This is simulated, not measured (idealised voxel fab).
process module | voxel self aligned vias
cross-section cut | 180 nm wide | cells 5 nm
A cross-section is a grid of square cells, given in bands from the top down. A band is one or more rows of cells.
Each band's line starts with the height of the band's top and of its bottom, in nm. Then come its materials from left to right, each with its width in nm. One material with "throughout" fills the band from edge to edge. "air" is empty space.
Height 0 is the level under which the wafer as received is all one material. The lowest band goes on downwards, as in "0 down".
A width such as "30 to 40" changes by the same amount from each row of cells to the next, from the band's top row to its bottom row.
"no change" after a step means that no cell of the cross-section changed.
closed voids: empty space of 8 cells or more with no open way to the top, each as width x height at its distance from the left edge, in nm
after a step's settings: what the simulator itself notes on the step
overlay nm, on a step with a mask: how far to the right of its planned place the mask lay; to the left if negative
plan
1 op RECEIVE | material Si
2 op CONFORMAL_DEP | material SiO2 | thk nm 10
3 op CONFORMAL_DEP | material SiCN | thk nm 5
4 op DIRECTIONAL_DEP | material lowk | thk nm 25
5 op DIRECTIONAL_DEP | material aC | thk nm 15
6 op PATTERN | tone open | mask id LINES | material resist | width nm 30 | pitch nm 55 | thk nm 30 | overlay nm 0
7 op DIRECTIONAL_ETCH | etch materials aC | depth nm 15
8 op STRIP | etch materials resist
9 op DIRECTIONAL_ETCH | etch materials lowk | depth nm 25
10 op STRIP | etch materials aC
11 op CONFORMAL_DEP | material TiN | thk nm 5
12 op FILL_DEP | material Ru | thk nm 5
13 op CMP | height nm 40
14 op SELECTIVE_ETCH | etch materials W Ru TiN | depth nm 10
15 op FILL_DEP | material SiN | thk nm 5
16 op CMP | height nm 40
17 op DIRECTIONAL_DEP | material lowk | thk nm 20
18 op DIRECTIONAL_DEP | material aC | thk nm 10
19 op PATTERN | tone open | mask id VIAS | material resist | width nm 40 | pitch nm 55 | thk nm 30 | overlay nm 0
20 op DIRECTIONAL_ETCH | etch materials aC | depth nm 10
21 op STRIP | etch materials resist
22 op DIRECTIONAL_ETCH | etch materials lowk | depth nm 20
23 op DIRECTIONAL_ETCH | etch materials SiN | depth nm 10
24 op STRIP | etch materials aC
25 op CONFORMAL_DEP | material TiN | thk nm 5
26 op FILL_DEP | material Cu | thk nm 5
27 op CMP | height nm 60
28 op CONFORMAL_DEP | material SiCN | thk nm 5
as received, after step 1
  0 down: Si throughout
  closed voids: none
first wafer at the end, as planned
  65 to 60: SiCN throughout
  60 to 45: lowk 40 | TiN 5 | Cu 30 | TiN 5 | lowk 15 | TiN 5 | Cu 30 | TiN 5 | lowk 45
  45 to 35: lowk 40 to 45 | TiN 10 to 5 | Cu 20 | TiN 10 to 5 | lowk 15 to 25 | TiN 10 to 5 | Cu 20 | TiN 10 to 5 | lowk 45 to 50
  35 to 30: lowk 45 | TiN 30 | lowk 25 | TiN 30 | lowk 50
  30 to 20: lowk 45 | TiN 5 | Ru 20 | TiN 5 | lowk 25 | TiN 5 | Ru 20 | TiN 5 | lowk 50
  20 to 15: lowk 45 | TiN 30 | lowk 25 | TiN 30 | lowk 50
  15 to 10: SiCN throughout
  10 to 0: SiO2 throughout
  0 down: Si throughout
  closed voids: none
second wafer at the end: like start, like plan, one mistake
  65 to 60: SiCN throughout
  60 to 45: lowk 40 | TiN 5 | Cu 30 | TiN 5 | lowk 15 | TiN 5 | Cu 30 | TiN 5 | lowk 45
  45 to 35: lowk 40 to 50 | TiN 15 to 5 | Cu 15 | TiN 10 to 5 | lowk 15 to 30 | TiN 15 to 5 | Cu 15 | TiN 10 to 5 | lowk 45 to 50
  35 to 30: lowk 50 | TiN 25 | lowk 30 | TiN 25 | lowk 50
  30 to 20: lowk 50 | TiN 5 | Ru 15 | TiN 5 | lowk 30 | TiN 5 | Ru 15 | TiN 5 | lowk 50
  20 to 15: lowk 50 | TiN 25 | lowk 30 | TiN 25 | lowk 50
  15 to 10: SiCN throughout
  10 to 0: SiO2 throughout
  0 down: Si throughout
  closed voids: none
what went wrong: step 6 ran as: op PATTERN | tone open | mask id LINES | material resist | width nm 25 | pitch nm 55 | thk nm 30 | overlay nm 0
at the end the second wafer has, in cells: 4 fewer of Cu | 4 fewer of Ru | 2 fewer of TiN | 10 more of lowk
